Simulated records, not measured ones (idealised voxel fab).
A process module follows: voxel capacitor over wiring.
Shown is cross-section cut, with a width of 215 nm and square cells of size 5 nm.
Each cross-section below is a grid of square cells, stated as bands in top-down order, with one or more rows of cells making up each band.
What a band's entry tells you: where the top is and where the bottom is, as heights in nm, and after that what lies inside, material by material from left to right, each with its width in nm. Empty space is written as the word "air", and a single material marked with the word "everywhere" occupies the band from edge to edge.
Height datum 0, below which the as-received substrate wafer is one material. Lowest band open at the bottom, running downward: "from 0 down".
The width entry "30->40" should be interpreted row by row: the top row of cells in the band takes the first number, the bottom row takes the second number, and the change between adjacent rows is uniform throughout.
You'll sometimes find "no change" written for a step, and that's the way of saying that nowhere in the cross-section did a cell change during that step.
Each empty space that has no open way to the top and spans at least 8 cells appears under "Trapped voids" as width x height at distance, the distance counted from the left edge, all in nm.
If you see something after the settings on a step's line, that's the simulator's own remark about that step.
overlay nm: step with mask; distance mask lay right of planned place; negative value = left of planned place.
## Steps in the process plan
1 RECEIVE, material Si
2 CONFORMAL_DEP, material SiO2, thk nm 15
3 CONFORMAL_DEP, material SiCN, thk nm 5
4 DIRECTIONAL_DEP, material SiO2, thk nm 20
5 DIRECTIONAL_DEP, material aC, thk nm 15
6 PATTERN, tone open, mask id METAL_1, material resist, width nm 20, pitch nm 75, thk nm 30, overlay nm 0
7 DIRECTIONAL_ETCH, etch materials aC, depth nm 15
8 STRIP, etch materials resist
9 DIRECTIONAL_ETCH, etch materials SiO2, depth nm 20
10 DIRECTIONAL_ETCH, etch materials SiCN, depth nm 5
11 STRIP, etch materials aC
12 CONFORMAL_DEP, material TiN, thk nm 5
13 FILL_DEP, material W, thk nm 10
14 CMP, height nm 40
15 EPI, material Ru, thk nm 5
16 FILL_DEP, material SiCN, thk nm 5
17 DIRECTIONAL_DEP, material SiO2, thk nm 10
18 MASKED_ETCH, tone open, mask id PLUG_1, width nm 15, etch materials SiO2, depth nm 10, overlay nm 0
19 MASKED_ETCH, tone open, mask id PLUG_1, width nm 15, etch materials SiCN, depth nm 5, overlay nm 0
20 EPI, material Ru, thk nm 10
21 EPI, material Ru, thk nm 5
22 DIRECTIONAL_DEP, material TiN, thk nm 10
23 DIRECTIONAL_DEP, material Al2O3, thk nm 5
24 DIRECTIONAL_DEP, material TiN, thk nm 5
25 MASKED_ETCH, tone cover, mask id UPPER_PLATE, width nm 60, etch materials TiN, depth nm 5, overlay nm 0
26 MASKED_ETCH, tone cover, mask id UPPER_PLATE, width nm 60, etch materials Al2O3, depth nm 5, overlay nm 0
27 PATTERN, tone cover, mask id LOWER_PLATE, material resist, width nm 70, thk nm 20, overlay nm 0
28 DIRECTIONAL_ETCH, etch materials TiN, depth nm 10
29 STRIP, etch materials resist
30 FILL_DEP, material SiO2, thk nm 20
31 CMP, height nm 95
32 MASKED_ETCH, tone open, mask id PLUG_2, width nm 15, etch materials SiO2, depth nm 15, overlay nm 0
33 CONFORMAL_DEP, material TiN, thk nm 5
34 FILL_DEP, material Ru, thk nm 5
35 CMP, height nm 95
36 CONFORMAL_DEP, material SiCN, thk nm 5
## Shown in cross-section is the wafer as received, that is, as it stands after step 1
* from 0 down = Si everywhere
* Trapped voids: none
## Look at the cross-section after the module: the wafer started out the way shown above and the plan was the one shown above, yet one mistake was made along the way
* from 100 to 95 = SiCN everywhere
* from 95 to 85 = 75 SiO2, then 5 TiN, then 5 Ru, then 5 TiN, then 125 SiO2
* from 85 to 75 = 75->65 SiO2, then 15->60 TiN, then 125->90 SiO2
* from 75 to 70 = 65 SiO2, then 60 Al2O3, then 90 SiO2
* from 70 to 60 = 60 SiO2, then 70 TiN, then 85 SiO2
* from 60 to 50 = 65 SiO2, then 15 Ru, then 135 SiO2
* from 50 to 45 = 65 SiCN, then 15 Ru, then 135 SiCN
* from 45 to 40 = Ru everywhere
* from 40 to 30 = W everywhere
* from 30 to 25 = 65 TiN, then 10 W, then 65 TiN, then 10 W, then 65 TiN
* from 25 to 5 = 60 SiO2, then 5 TiN, then 10 W, then 5 TiN, then 55 SiO2, then 5 TiN, then 10 W, then 5 TiN, then 60 SiO2
* from 5 to 0 = 60 SiCN, then 20 TiN, then 55 SiCN, then 20 TiN, then 60 SiCN
* from 0 down = Si everywhere
* Trapped voids: none
It is concluded that the wafer was processed incorrectly with respect to the plan, in that step 2 of the plan: omitted, not performed
